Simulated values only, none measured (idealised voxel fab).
This is a process module. Its name is voxel self aligned vias.
The figure presents cross-section cut, which has a width of 235 nm and is divided into square cells with an edge length of 5 nm.
Cross-section layout: square cells on a grid; listed as bands, top to bottom; a band spans one or more cell rows. Read a band's entry like this: the first values are the height of its top and the height of its bottom in nm, and what follows is the sequence of materials from left to right, each with its width in nm. Note that "blank" is empty space, and that a single material marked "full width" reaches across the band from edge to edge. The level at which height equals 0 is the one under which the wafer, as it arrives, is entirely one material. No lower edge exists for the bottom band, which continues downward and is notated as in "0 down". Think of "30..40" as a width that walks from the first number to the second as you go down the band, top row to bottom row, taking equal-sized steps from row to row. You'll sometimes find "identical to before" written for a step, and that's the way of saying that nowhere in the cross-section did a cell change during that step. Reported under the label "Closed void register" are the empty spaces having no open way to the top and comprising 8 cells or more; the notation for each is width x height at distance, in which the distance is measured from the left edge and all three values are in nm. Formally, on a step line, whatever follows the settings is a remark that the simulator itself makes on the step. Steps that use a mask can have "overlay nm" on their line. It says how far the mask sat to the right of where it was meant to be. Negative means to the left.

Process steps foreseen in the plan:
1) RECEIVE, material Si
2) CONFORMAL_DEP, material SiO2, thk nm 10
3) CONFORMAL_DEP, material SiCN, thk nm 5
4) DIRECTIONAL_DEP, material SiO2, thk nm 30
5) MASKED_ETCH, tone open, mask id LINES, width nm 25, pitch nm 70, etch materials SiO2, depth nm 30, overlay nm 0
6) CONFORMAL_DEP, material TiN, thk nm 5
7) FILL_DEP, material Ru, thk nm 5
8) CMP, height nm 45
9) SELECTIVE_ETCH, etch materials W Ru TiN, depth nm 10
10) FILL_DEP, material SiN, thk nm 10
11) CMP, height nm 45
12) DIRECTIONAL_DEP, material SiO2, thk nm 15
13) DIRECTIONAL_DEP, material aC, thk nm 10
14) PATTERN, tone open, mask id VIAS, material resist, width nm 45, pitch nm 70, thk nm 30, overlay nm 0
15) DIRECTIONAL_ETCH, etch materials aC, depth nm 10
16) STRIP, etch materials resist
17) DIRECTIONAL_ETCH, etch materials SiO2, depth nm 15
18) DIRECTIONAL_ETCH, etch materials SiN, depth nm 10
19) STRIP, etch materials aC
20) CONFORMAL_DEP, material TiN, thk nm 5
21) FILL_DEP, material W, thk nm 10
22) CMP, height nm 60
23) CONFORMAL_DEP, material SiN, thk nm 5

As-received state of the wafer in cross-section, equivalent to post-step 1:
> 0 down: Si full width
> Closed void register: none

End state of the module in cross-section, given the above starting point and plan and one mistake in execution:
> 65 to 60: SiN full width
> 60 to 45: 60 nm SiO2, then 5 nm TiN, then 35 nm W, then 5 nm TiN, then 25 nm SiO2, then 5 nm TiN, then 35 nm W, then 5 nm TiN, then 60 nm SiO2
> 45 to 40: 60 nm SiN, then 15 nm TiN, then 15 nm W, then 15 nm TiN, then 25 nm SiN, then 15 nm TiN, then 15 nm W, then 15 nm TiN, then 60 nm SiN
> 40 to 35: 70 nm SiO2, then 25 nm TiN, then 45 nm SiO2, then 25 nm TiN, then 70 nm SiO2
> 35 to 15: 70 nm SiO2, then 5 nm TiN, then 15 nm Ru, then 5 nm TiN, then 45 nm SiO2, then 5 nm TiN, then 15 nm Ru, then 5 nm TiN, then 70 nm SiO2
> 15 to 10: 70 nm SiO2, then 25 nm TiN, then 45 nm SiO2, then 25 nm TiN, then 70 nm SiO2
> 10 to 0: SiO2 full width
> 0 down: Si full width
> Closed void register: none
Short version of what went wrong: step 3 from the plan never happened, it was just skipped
